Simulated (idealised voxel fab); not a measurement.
Proc. module: voxel capacitor over wiring
190 nm wide, 5 nm square cells: that's cross-section cut.
Cross-section layout: square cells on a grid; listed as bands, top to bottom; a band spans one or more cell rows. What a band's entry tells you: where the top is and where the bottom is, as heights in nm, and after that what lies inside, material by material from left to right, each with its width in nm. Empty space is written as the word "blank", and a single material marked with the word "all across" occupies the band from edge to edge. Heights are expressed relative to 0, this being the level below which the as-received wafer comprises one material exclusively. The lowest band is unbounded in the downward direction and is denoted as in "from 0 down". Width: "30 to 40" (first number = top row, second number = bottom row, same change from row to row of cells). "nothing changed" means the step left every cell of the cross-section as it was. The label "Closed void table" introduces a list of the empty spaces, 8 cells or larger, that have no open way up to the top; each entry in it reads width x height at distance, where the distance is taken from the left edge and all three are stated in nm. What comes after the settings on a step's line is commentary from the simulator itself on that step. overlay nm: right-of-plan distance of the mask on a masked step; negative values mean left-of-plan.
## The following list gives the planned process steps
1 RECEIVE [material Si]
2 CONFORMAL_DEP [material SiO2] [thk nm 10]
3 DIRECTIONAL_DEP [material TiN] [thk nm 5]
4 DIRECTIONAL_DEP [material W] [thk nm 15]
5 DIRECTIONAL_DEP [material aC] [thk nm 10]
6 PATTERN [tone cover] [mask id METAL_1] [material resist] [width nm 30] [pitch nm 100] [thk nm 25] [overlay nm 0]
7 DIRECTIONAL_ETCH [etch materials aC] [depth nm 10]
8 STRIP [etch materials resist]
9 DIRECTIONAL_ETCH [etch materials W] [depth nm 15]
10 DIRECTIONAL_ETCH [etch materials TiN] [depth nm 5]
11 STRIP [etch materials aC]
12 FILL_DEP [material SiO2] [thk nm 10]
13 CMP [height nm 30]
14 CONFORMAL_DEP [material SiCN] [thk nm 5]
15 DIRECTIONAL_DEP [material SiO2] [thk nm 20]
16 PATTERN [tone open] [mask id PLUG_1] [material resist] [width nm 15] [thk nm 15] [overlay nm 0]
17 DIRECTIONAL_ETCH [etch materials SiO2] [depth nm 20]
18 DIRECTIONAL_ETCH [etch materials SiCN] [depth nm 5]
19 STRIP [etch materials resist]
20 EPI [material Ru] [thk nm 10]
21 EPI [material Ru] [thk nm 10]
22 EPI [material Ru] [thk nm 5]
23 DIRECTIONAL_DEP [material TiN] [thk nm 5]
24 DIRECTIONAL_DEP [material HfO2] [thk nm 5]
25 DIRECTIONAL_DEP [material TiN] [thk nm 10]
26 DIRECTIONAL_DEP [material aC] [thk nm 10]
27 PATTERN [tone cover] [mask id UPPER_PLATE] [material resist] [width nm 75] [thk nm 30] [overlay nm 0]
28 DIRECTIONAL_ETCH [etch materials aC] [depth nm 10]
29 STRIP [etch materials resist]
30 DIRECTIONAL_ETCH [etch materials TiN] [depth nm 10]
31 DIRECTIONAL_ETCH [etch materials HfO2] [depth nm 5]
32 STRIP [etch materials aC]
33 DIRECTIONAL_DEP [material aC] [thk nm 10]
34 PATTERN [tone cover] [mask id LOWER_PLATE] [material resist] [width nm 85] [thk nm 25] [overlay nm 0]
35 DIRECTIONAL_ETCH [etch materials aC] [depth nm 10]
36 STRIP [etch materials resist]
37 DIRECTIONAL_ETCH [etch materials TiN] [depth nm 5]
38 STRIP [etch materials aC]
39 FILL_DEP [material SiO2] [thk nm 15]
40 CMP [height nm 85]
41 DIRECTIONAL_DEP [material aC] [thk nm 15]
42 PATTERN [tone open] [mask id PLUG_2] [material resist] [width nm 15] [thk nm 35] [overlay nm 0]
43 DIRECTIONAL_ETCH [etch materials aC] [depth nm 15]
44 STRIP [etch materials resist]
45 DIRECTIONAL_ETCH [etch materials SiO2] [depth nm 10]
46 STRIP [etch materials aC]
47 CONFORMAL_DEP [material TiN] [thk nm 5]
48 FILL_DEP [material Ru] [thk nm 5]
49 CMP [height nm 85]
50 CONFORMAL_DEP [material SiN] [thk nm 5]
## Cross-sectional view of the wafer in its as-received condition, corresponding to the state after step 1
* from 0 down = Si all across
* Closed void table: none
## End-of-module XS, first of two wafers, run as planned
* from 90 to 85 = SiN all across
* from 85 to 80 = 55 nm SiO2  5 nm TiN  5 nm Ru  5 nm TiN  120 nm SiO2
* from 80 to 75 = 55 nm SiO2  15 nm TiN  120 nm SiO2
* from 75 to 65 = 45 nm SiO2  75 nm TiN  70 nm SiO2
* from 65 to 60 = 45 nm SiO2  75 nm HfO2  70 nm SiO2
* from 60 to 55 = 40 nm SiO2  85 nm TiN  65 nm SiO2
* from 55 to 35 = 45 nm SiO2  15 nm Ru  130 nm SiO2
* from 35 to 30 = 45 nm SiCN  15 nm Ru  130 nm SiCN
* from 30 to 15 = 30 nm SiO2  30 nm W  70 nm SiO2  30 nm W  30 nm SiO2
* from 15 to 10 = 30 nm SiO2  30 nm TiN  70 nm SiO2  30 nm TiN  30 nm SiO2
* from 10 to 0 = SiO2 all across
* from 0 down = Si all across
* Closed void table: none
## Module end: cross-section of wafer two of two. Same start and process plan as the first wafer. One mistake during execution
* from 90 to 85 = SiN all across
* from 85 to 80 = 55 nm SiO2  5 nm TiN  5 nm Ru  5 nm TiN  120 nm SiO2
* from 80 to 75 = 55 nm SiO2  15 nm TiN  120 nm SiO2
* from 75 to 65 = 45 nm SiO2  75 nm TiN  70 nm SiO2
* from 65 to 60 = 45 nm SiO2  75 nm HfO2  70 nm SiO2
* from 60 to 55 = 40 nm SiO2  90 nm TiN  60 nm SiO2
* from 55 to 35 = 45 nm SiO2  15 nm Ru  130 nm SiO2
* from 35 to 30 = 45 nm SiCN  15 nm Ru  130 nm SiCN
* from 30 to 15 = 30 nm SiO2  30 nm W  70 nm SiO2  30 nm W  30 nm SiO2
* from 15 to 10 = 30 nm SiO2  30 nm TiN  70 nm SiO2  30 nm TiN  30 nm SiO2
* from 10 to 0 = SiO2 all across
* from 0 down = Si all across
* Closed void table: none
What was done differently from what was planned? it should be noted that step 34 was executed with settings other than those planned, the operation and settings actually applied being PATTERN [tone cover] [mask id LOWER_PLATE] [material resist] [width nm 90] [thk nm 25] [overlay nm 0]
It is noted that, at the conclusion of processing, the second wafer exhibits a higher or lower cell count for certain materials relative to the first: -1 SiO2 | +1 TiN
